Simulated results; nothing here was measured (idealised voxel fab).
Title: Process Module voxel fin reveal
FYI the section here is cut, 185 nm wide, cells are 5 nm squares.
Heads up, the way a cross-section reads in here is a grid of square cells, handed over as bands from the top down, with every band being one or more rows of cells. A band entry consists of two parts. The first gives the height of the band's top and the height of its bottom, in nm. The rest lists the band's materials from left to right, each with its width in nm. A single material labelled with the word "throughout" fills the band from edge to edge, and the word "air" marks empty space. Below 0: as-received wafer, all one material; heights counted from there. Lowest band: no bottom, goes on down, written "z 0 and below". Read "30..40" as a graded width: first number on top, second number at the bottom, same change between each pair of neighbouring rows. Step marked "nothing different"? Then no cell in the cross-section changed in it. Empty spaces without an open route to the top, at least 8 cells in extent, make up the entry "Completely enclosed voids"; each is given as width x height at distance, where the distance is measured from the left edge, and all are in nm. Note: text after step settings on the step line = simulator remark on that step. The setting "overlay nm" may be written on the line of a step. When the step uses a mask, the value reports how far to the right of the planned place the mask lay, and a negative value reports that it lay to the left.
### The planned process steps are enumerated hereunder
1,RECEIVE, material Si
2,CONFORMAL_DEP, material SiN, thk nm 10
3,MASKED_ETCH, tone cover, mask id FINS, width nm 15, pitch nm 35, etch materials SiN, depth nm 5, overlay nm 0
4,MASKED_ETCH, tone cover, mask id FINS, width nm 15, pitch nm 35, etch materials Si, depth nm 40, overlay nm 0
5,FILL_DEP, material SiO2, thk nm 5
6,CMP, height nm 10
7,SELECTIVE_ETCH, etch materials SiO2, depth nm 30
8,STRIP, etch materials SiN
9,CONFORMAL_DEP, material HfO2, thk nm 5
Don't read the plan's depth nm for step 3 as applying to every wafer: that's the first wafer's value, and the wafers differ in it, though they all start identical.
### Received condition of the first of several wafers, sectioned: post-step 1
    z 0 and below  Si throughout
    Completely enclosed voids: none
### Depicted here is the first of several wafers in cross-section, at module completion following the last step, step 9
    z 5 to 0  HfO2 throughout
    z 0 and below  Si throughout
    Completely enclosed voids: none
### Cross-section at module completion, last wafer
    z 5 to 0  air 60 / HfO2 25 / air 10 / HfO2 25 / air 65
    z 0 to -15  air 60 / HfO2 5 / Si 15 / HfO2 5 / air 10 / HfO2 5 / Si 15 / HfO2 5 / air 65
    z -15 to -20  HfO2 65 / Si 15 / HfO2 20 / Si 15 / HfO2 70
    z -20 to -40  SiO2 65 / Si 15 / SiO2 20 / Si 15 / SiO2 70
    z -40 and below  Si throughout
    Completely enclosed voids: none
### Tabulated below, wafer by wafer, are the end-of-module results: for each material, the number of cells gained (+) or lost (-) relative to the as-received state, followed by the closed voids
depth nm 5 | +37 HfO2 | Completely enclosed voids: none
depth nm 10 | +53 HfO2 | -248 Si | +124 SiO2 | Completely enclosed voids: none
depth nm 15 | +53 HfO2 | -248 Si | +124 SiO2 | Completely enclosed voids: none
depth nm 20 | +53 HfO2 | -248 Si | +124 SiO2 | Completely enclosed voids: none
depth nm 25 | +53 HfO2 | -248 Si | +124 SiO2 | Completely enclosed voids: none
